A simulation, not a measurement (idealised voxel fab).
The following process module bears the name voxel spacer lines.
We display cut, a cross-section 225 nm in width whose square cells are each 5 nm.
Cross-section = grid of square cells, listed top down in bands; band = one or more rows.
Each band's line starts with the height of the band's top and of its bottom, in nm. Then come its materials from left to right, each with its width in nm. One material with "all across" fills the band from edge to edge. "empty" is empty space.
Height 0 is the level under which the wafer as received is all one material. The lowest band goes on downwards, as in "0 down".
Think of "30->40" as a width that walks from the first number to the second as you go down the band, top row to bottom row, taking equal-sized steps from row to row.
Key: "no change occurred" - step with no changed cell in the cross-section.
"Cavities, sealed" means: voids of 8 cells or more that are shut off from the top with no open way through. Written width x height at distance, distance from the left edge, in nm.
The remark found on a step's line after its settings is issued by the simulator itself and pertains to that step.
The setting "overlay nm" may be written on the line of a step. When the step uses a mask, the value reports how far to the right of the planned place the mask lay, and a negative value reports that it lay to the left.
-- Here's what the planned process steps look like
- 1: RECEIVE [material Si]
- 2: CONFORMAL_DEP [material SiO2] [thk nm 10]
- 3: DIRECTIONAL_DEP [material TiN] [thk nm 10]
- 4: DIRECTIONAL_DEP [material polySi] [thk nm 20]
- 5: PATTERN [tone cover] [mask id MANDREL] [material resist] [width nm 15] [pitch nm 70] [thk nm 30] [overlay nm 0]
- 6: DIRECTIONAL_ETCH [etch materials polySi] [depth nm 20]
- 7: STRIP [etch materials resist]
- 8: CONFORMAL_DEP [material SiN] [thk nm 15]
- 9: DIRECTIONAL_ETCH [etch materials SiN] [depth nm 15]
- 10: STRIP [etch materials polySi]
- 11: DIRECTIONAL_ETCH [etch materials TiN] [depth nm 10]
- 12: STRIP [etch materials SiN]
Where the wafers of this document differ is in the width nm of step 5; they start out the same, and the plan states the value that applied to the first wafer.
-- This is how the first of several wafers looked in cross-section when it arrived, which is after step 1
* 0 down  Si all across
* Cavities, sealed: none
-- Table: wafers, a row each; end-of-module cell change per material since receipt, gain (+), loss (-); then closed voids
width nm 15; +90 SiO2; +36 TiN; Cavities, sealed: none
width nm 20; +90 SiO2; +36 TiN; Cavities, sealed: none
width nm 25; +90 SiO2; +36 TiN; Cavities, sealed: none
width nm 30; +90 SiO2; +36 TiN; Cavities, sealed: none
width nm 35; +90 SiO2; +36 TiN; Cavities, sealed: none
